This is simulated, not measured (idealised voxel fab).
process module | voxel fin reveal
cross-section cut | 160 nm wide | cells 5 nm
A cross-section is a grid of square cells, given in bands from the top down. A band is one or more rows of cells.
Each band's line starts with the height of the band's top and of its bottom, in nm. Then come its materials from left to right, each with its width in nm. One material with "throughout" fills the band from edge to edge. "air" is empty space.
Height 0 is the level under which the wafer as received is all one material. The lowest band goes on downwards, as in "0 down".
A width such as "30 to 40" changes by the same amount from each row of cells to the next, from the band's top row to its bottom row.
"no change" after a step means that no cell of the cross-section changed.
closed voids: empty space of 8 cells or more with no open way to the top, each as width x height at its distance from the left edge, in nm
after a step's settings: what the simulator itself notes on the step
overlay nm, on a step with a mask: how far to the right of its planned place the mask lay; to the left if negative
plan
1 op RECEIVE | material Si
2 op CONFORMAL_DEP | material SiN | thk nm 5
3 op DIRECTIONAL_DEP | material aC | thk nm 15
4 op PATTERN | tone cover | mask id FINS | material resist | width nm 15 | pitch nm 35 | thk nm 35 | overlay nm -5
5 op DIRECTIONAL_ETCH | etch materials aC | depth nm 15
6 op STRIP | etch materials resist
7 op DIRECTIONAL_ETCH | etch materials SiN | depth nm 5
8 op DIRECTIONAL_ETCH | etch materials Si | depth nm 30
9 op STRIP | etch materials aC
10 op OXIDIZE | depth nm 5
11 op FILL_DEP | material SiO2 | thk nm 10
12 op CMP | height nm 5
13 op SELECTIVE_ETCH | etch materials SiO2 | depth nm 15
14 op STRIP | etch materials SiN
15 op CONFORMAL_DEP | material SiO2 | thk nm 5
varied across the wafers: overlay nm of step 4. The plan shows the first wafer's value. All wafers start alike
first wafer as received, after step 1
  0 down: Si throughout
  closed voids: none
first wafer at the end, after step 15
  5 to 0: air 15 | SiO2 15 | air 20 | SiO2 15 | air 20 | SiO2 15 | air 20 | SiO2 15 | air 25
  0 to -5: air 15 | SiO2 5 | Si 5 | SiO2 5 | air 20 | SiO2 5 | Si 5 | SiO2 5 | air 20 | SiO2 5 | Si 5 | SiO2 5 | air 20 | SiO2 5 | Si 5 | SiO2 5 | air 25
  -5 to -35: SiO2 20 | Si 5 | SiO2 30 | Si 5 | SiO2 30 | Si 5 | SiO2 30 | Si 5 | SiO2 30
  -35 down: Si throughout
  closed voids: none
last wafer at the end
  5 to 0: air 25 | SiO2 15 | air 20 | SiO2 15 | air 20 | SiO2 15 | air 20 | SiO2 15 | air 15
  0 to -5: air 25 | SiO2 5 | Si 5 | SiO2 5 | air 20 | SiO2 5 | Si 5 | SiO2 5 | air 20 | SiO2 5 | Si 5 | SiO2 5 | air 20 | SiO2 5 | Si 5 | SiO2 5 | air 15
  -5 to -35: SiO2 30 | Si 5 | SiO2 30 | Si 5 | SiO2 30 | Si 5 | SiO2 30 | Si 5 | SiO2 20
  -35 down: Si throughout
  closed voids: none
each wafer at the end: cells of each material gained (+) or lost (-) since it was received, then its closed voids
overlay nm -5 | -196 Si | +188 SiO2 | closed voids: none
overlay nm 0 | -196 Si | +188 SiO2 | closed voids: none
overlay nm 5 | -196 Si | +188 SiO2 | closed voids: none
